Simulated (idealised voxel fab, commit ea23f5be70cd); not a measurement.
process module | voxel fin reveal
cross-section cut | 275 nm wide | cells 5 nm
A cross-section is a grid of square cells, given in bands from the top down. A band is one or more rows of cells.
Each band's line starts with the height of the band's top and of its bottom, in nm. Then come its materials from left to right, each with its width in nm. One material with "throughout" fills the band from edge to edge. "air" is empty space.
Height 0 is the level under which the wafer as received is all one material. The lowest band goes on downwards, as in "0 down".
A width such as "30 to 40" changes by the same amount from each row of cells to the next, from the band's top row to its bottom row.
"no change" after a step means that no cell of the cross-section changed.
closed voids: empty space of 8 cells or more with no open way to the top, each as width x height at its distance from the left edge, in nm
after a step's settings: what the simulator itself notes on the step
overlay nm, on a step with a mask: how far to the right of its planned place the mask lay; to the left if negative
plan
1 op RECEIVE | material Si
2 op CONFORMAL_DEP | material SiN | thk nm 5
3 op PATTERN | tone cover | mask id FINS | material resist | width nm 15 | pitch nm 35 | thk nm 15 | overlay nm 0
4 op DIRECTIONAL_ETCH | etch materials SiN | depth nm 5
5 op DIRECTIONAL_ETCH | etch materials Si | depth nm 40
6 op STRIP | etch materials resist
7 op FILL_DEP | material SiO2 | thk nm 10
8 op CMP | height nm 5
9 op SELECTIVE_ETCH | etch materials SiO2 | depth nm 25
10 op STRIP | etch materials SiN
11 op CONFORMAL_DEP | material HfO2 | thk nm 5
first wafer, as planned
as received, after step 1
  0 down: Si throughout
  closed voids: none
after step 2
  5 to 0: SiN throughout
  below 0: unchanged
after step 3
  20 to 5: air 75 | resist 15 | air 20 | resist 15 | air 20 | resist 15 | air 20 | resist 15 | air 80
  below 5: unchanged
after step 4
  20 to 5: air 75 | resist 15 | air 20 | resist 15 | air 20 | resist 15 | air 20 | resist 15 | air 80
  5 to 0: air 75 | SiN 15 | air 20 | SiN 15 | air 20 | SiN 15 | air 20 | SiN 15 | air 80
  below 0: unchanged
after step 5
  20 to 5: air 75 | resist 15 | air 20 | resist 15 | air 20 | resist 15 | air 20 | resist 15 | air 80
  5 to 0: air 75 | SiN 15 | air 20 | SiN 15 | air 20 | SiN 15 | air 20 | SiN 15 | air 80
  0 to -40: air 75 | Si 15 | air 20 | Si 15 | air 20 | Si 15 | air 20 | Si 15 | air 80
  below -40: unchanged
after step 6
  5 to 0: air 75 | SiN 15 | air 20 | SiN 15 | air 20 | SiN 15 | air 20 | SiN 15 | air 80
  below 0: unchanged
after step 7
  15 to 5: SiO2 throughout
  5 to 0: SiO2 75 | SiN 15 | SiO2 20 | SiN 15 | SiO2 20 | SiN 15 | SiO2 20 | SiN 15 | SiO2 80
  0 to -40: SiO2 75 | Si 15 | SiO2 20 | Si 15 | SiO2 20 | Si 15 | SiO2 20 | Si 15 | SiO2 80
  below -40: unchanged
after step 8
  5 to 0: SiO2 75 | SiN 15 | SiO2 20 | SiN 15 | SiO2 20 | SiN 15 | SiO2 20 | SiN 15 | SiO2 80
  below 0: unchanged
after step 9
  5 to 0: air 75 | SiN 15 | air 20 | SiN 15 | air 20 | SiN 15 | air 20 | SiN 15 | air 80
  0 to -20: air 75 | Si 15 | air 20 | Si 15 | air 20 | Si 15 | air 20 | Si 15 | air 80
  below -20: unchanged
after step 10
  0 to -20: air 75 | Si 15 | air 20 | Si 15 | air 20 | Si 15 | air 20 | Si 15 | air 80
  below -20: unchanged
after step 11
  5 to 0: air 70 | HfO2 25 | air 10 | HfO2 25 | air 10 | HfO2 25 | air 10 | HfO2 25 | air 75
  0 to -15: air 70 | HfO2 5 | Si 15 | HfO2 5 | air 10 | HfO2 5 | Si 15 | HfO2 5 | air 10 | HfO2 5 | Si 15 | HfO2 5 | air 10 | HfO2 5 | Si 15 | HfO2 5 | air 75
  -15 to -20: HfO2 75 | Si 15 | HfO2 20 | Si 15 | HfO2 20 | Si 15 | HfO2 20 | Si 15 | HfO2 80
  below -20: unchanged
second wafer: like start, like plan, one mistake. Through step 2 it matches the first wafer
when step 3 should have ended
  20 to 5: air 75 | resist 20 | air 15 | resist 20 | air 15 | resist 20 | air 15 | resist 20 | air 75
  below 5: unchanged
when step 4 should have ended
  20 to 5: air 75 | resist 20 | air 15 | resist 20 | air 15 | resist 20 | air 15 | resist 20 | air 75
  5 to 0: air 75 | SiN 20 | air 15 | SiN 20 | air 15 | SiN 20 | air 15 | SiN 20 | air 75
  below 0: unchanged
when step 5 should have ended
  20 to 5: air 75 | resist 20 | air 15 | resist 20 | air 15 | resist 20 | air 15 | resist 20 | air 75
  5 to 0: air 75 | SiN 20 | air 15 | SiN 20 | air 15 | SiN 20 | air 15 | SiN 20 | air 75
  0 to -40: air 75 | Si 20 | air 15 | Si 20 | air 15 | Si 20 | air 15 | Si 20 | air 75
  below -40: unchanged
when step 6 should have ended
  5 to 0: air 75 | SiN 20 | air 15 | SiN 20 | air 15 | SiN 20 | air 15 | SiN 20 | air 75
  below 0: unchanged
when step 7 should have ended
  15 to 5: SiO2 throughout
  5 to 0: SiO2 75 | SiN 20 | SiO2 15 | SiN 20 | SiO2 15 | SiN 20 | SiO2 15 | SiN 20 | SiO2 75
  0 to -40: SiO2 75 | Si 20 | SiO2 15 | Si 20 | SiO2 15 | Si 20 | SiO2 15 | Si 20 | SiO2 75
  below -40: unchanged
when step 8 should have ended
  5 to 0: SiO2 75 | SiN 20 | SiO2 15 | SiN 20 | SiO2 15 | SiN 20 | SiO2 15 | SiN 20 | SiO2 75
  below 0: unchanged
when step 9 should have ended
  5 to 0: air 75 | SiN 20 | air 15 | SiN 20 | air 15 | SiN 20 | air 15 | SiN 20 | air 75
  0 to -20: air 75 | Si 20 | air 15 | Si 20 | air 15 | Si 20 | air 15 | Si 20 | air 75
  below -20: unchanged
when step 10 should have ended
  0 to -20: air 75 | Si 20 | air 15 | Si 20 | air 15 | Si 20 | air 15 | Si 20 | air 75
  below -20: unchanged
when step 11 should have ended
  5 to 0: air 70 | HfO2 30 | air 5 | HfO2 30 | air 5 | HfO2 30 | air 5 | HfO2 30 | air 70
  0 to -15: air 70 | HfO2 5 | Si 20 | HfO2 5 | air 5 | HfO2 5 | Si 20 | HfO2 5 | air 5 | HfO2 5 | Si 20 | HfO2 5 | air 5 | HfO2 5 | Si 20 | HfO2 5 | air 70
  -15 to -20: HfO2 75 | Si 20 | HfO2 15 | Si 20 | HfO2 15 | Si 20 | HfO2 15 | Si 20 | HfO2 75
  below -20: unchanged
what went wrong: step 3 ran as: op PATTERN | tone cover | mask id FINS | material resist | width nm 20 | pitch nm 35 | thk nm 15 | overlay nm 0
at the end the second wafer has, in cells: 32 more of Si | 16 fewer of SiO2
